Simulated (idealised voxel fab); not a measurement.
You're looking at the process module voxel transistor to metal.
We display cut, a cross-section 155 nm in width whose square cells are each 5 nm.
Throughout this document, each cross-section is represented as a grid of square cells and is presented as a sequence of bands enumerated from the top downward, where a band comprises one or more rows of cells. Band: top and bottom heights (nm) first, top before bottom; then materials from left to right, widths in nm. "edge to edge" marks a sole material filling the band edge to edge. "empty" denotes empty space. Height datum 0, below which the as-received substrate wafer is one material. Lowest band open at the bottom, running downward: "from 0 down". Quick explanation for "30->40": the width changes in equal steps down the rows of cells, from the first number in the band's top row to the second number in its bottom row. "same as before", as given for a step, is the statement that not any cell of the cross-section underwent a change during that step. "Closed cavity list" specifies each empty space that is not open to the top and that occupies no fewer than 8 cells, using the form width x height at distance, the distance measured from the left edge and all three quantities in nm. Heads up: the bit after the settings on a step's line is the simulator's remark on that step. For masked steps, "overlay nm" on the step line gives how far right of plan the mask actually lay; a minus sign means it lay to the left.
Planned step list for the process:
1 RECEIVE | material Si
2 CONFORMAL_DEP | material SiO2 | thk nm 5
3 CONFORMAL_DEP | material SiN | thk nm 15
4 MASKED_ETCH | tone cover | mask id ACTIVE | width nm 95 | etch materials SiN | depth nm 15 | overlay nm 0
5 MASKED_ETCH | tone cover | mask id ACTIVE | width nm 95 | etch materials SiO2 | depth nm 5 | overlay nm 0
6 MASKED_ETCH | tone cover | mask id ACTIVE | width nm 95 | etch materials Si | depth nm 25 | overlay nm 0
7 FILL_DEP | material SiO2 | thk nm 5
8 CMP | height nm 20
9 SELECTIVE_ETCH | etch materials SiO2 | depth nm 15
10 STRIP | etch materials SiN
11 SELECTIVE_ETCH | etch materials SiO2 | depth nm 5
12 OXIDIZE | depth nm 5
13 DIRECTIONAL_DEP | material polySi | thk nm 20
14 DIRECTIONAL_DEP | material SiCN | thk nm 10
15 DIRECTIONAL_DEP | material aC | thk nm 10
16 PATTERN | tone cover | mask id GATE | material resist | width nm 25 | thk nm 25 | overlay nm 0
17 DIRECTIONAL_ETCH | etch materials aC | depth nm 10
18 STRIP | etch materials resist
19 DIRECTIONAL_ETCH | etch materials SiCN | depth nm 20
20 DIRECTIONAL_ETCH | etch materials polySi | depth nm 30
21 STRIP | etch materials aC
22 CONFORMAL_DEP | material SiO2 | thk nm 5
23 DIRECTIONAL_ETCH | etch materials SiO2 | depth nm 5
24 CONFORMAL_DEP | material SiN | thk nm 5
25 DIRECTIONAL_ETCH | etch materials SiN | depth nm 5
26 DIRECTIONAL_ETCH | etch materials SiO2 | depth nm 5
27 EPI | material pSi | thk nm 5
28 FILL_DEP | material SiO2 | thk nm 10
29 CMP | height nm 20
30 STRIP | etch materials polySi
31 SELECTIVE_ETCH | etch materials SiO2 | depth nm 5
32 CONFORMAL_DEP | material HfO2 | thk nm 5
33 CONFORMAL_DEP | material TiN | thk nm 5
34 FILL_DEP | material W | thk nm 5
35 CMP | height nm 15
36 DIRECTIONAL_DEP | material SiO2 | thk nm 15
37 MASKED_ETCH | tone open | mask id CONTACT | width nm 15 | pitch nm 70 | etch materials SiO2 | depth nm 30 | overlay nm 0
38 CONFORMAL_DEP | material TiN | thk nm 5
39 FILL_DEP | material Ru | thk nm 5
40 CMP | height nm 30
41 DIRECTIONAL_DEP | material TiN | thk nm 5
42 DIRECTIONAL_DEP | material W | thk nm 15
43 PATTERN | tone cover | mask id METAL_1 | material resist | width nm 15 | pitch nm 70 | thk nm 15 | overlay nm 0
44 DIRECTIONAL_ETCH | etch materials W | depth nm 15
45 DIRECTIONAL_ETCH | etch materials TiN | depth nm 5
46 STRIP | etch materials resist
47 CONFORMAL_DEP | material SiCN | thk nm 5
48 FILL_DEP | material SiO2 | thk nm 5
49 CMP | height nm 50
50 CONFORMAL_DEP | material SiCN | thk nm 5
51 DIRECTIONAL_DEP | material SiO2 | thk nm 25
52 PATTERN | tone open | mask id METAL_2 | material resist | width nm 15 | pitch nm 70 | thk nm 20 | overlay nm 0
53 DIRECTIONAL_ETCH | etch materials SiO2 | depth nm 20
54 STRIP | etch materials resist
55 PATTERN | tone open | mask id METAL_2_HOLES | material resist | width nm 15 | pitch nm 70 | thk nm 15 | overlay nm 0
56 DIRECTIONAL_ETCH | etch materials SiO2 | depth nm 15
57 DIRECTIONAL_ETCH | etch materials SiCN | depth nm 5
58 STRIP | etch materials resist
59 CONFORMAL_DEP | material TiN | thk nm 5
60 FILL_DEP | material Ru | thk nm 5
61 CMP | height nm 90
62 CONFORMAL_DEP | material SiCN | thk nm 5
The value of thk nm given for step 51 in the plan refers to the first wafer; the wafers vary in this setting and are alike at the start.
Received wafers, first of several: cross-section after step 1:
* from 0 down  Si edge to edge
* Closed cavity list: none
Below is a per-wafer table. In it, each row describes the wafer at the end of the module by giving, for each material, the number of cells gained (+) or lost (-) since the wafer was received, and after that the closed voids of the wafer:
thk nm 25 | +13 HfO2 | +53 Ru | -79 Si | +93 SiCN | +6 SiN | +371 SiO2 | +96 TiN | +24 W | +12 pSi | Closed cavity list: none
thk nm 30 | +13 HfO2 | +24 Ru | -79 Si | +93 SiCN | +6 SiN | +396 SiO2 | +100 TiN | +24 W | +12 pSi | Closed cavity list: none
thk nm 35 | +13 HfO2 | +24 Ru | -79 Si | +93 SiCN | +6 SiN | +421 SiO2 | +75 TiN | +24 W | +12 pSi | Closed cavity list: none
thk nm 40 | +13 HfO2 | +20 Ru | -79 Si | +99 SiCN | +6 SiN | +427 SiO2 | +67 TiN | +24 W | +12 pSi | Closed cavity list: none
thk nm 45 | +13 HfO2 | +18 Ru | -79 Si | +99 SiCN | +6 SiN | +433 SiO2 | +63 TiN | +24 W | +12 pSi | Closed cavity list: none
thk nm 50 | +13 HfO2 | +16 Ru | -79 Si | +99 SiCN | +6 SiN | +439 SiO2 | +59 TiN | +24 W | +12 pSi | Closed cavity list: none
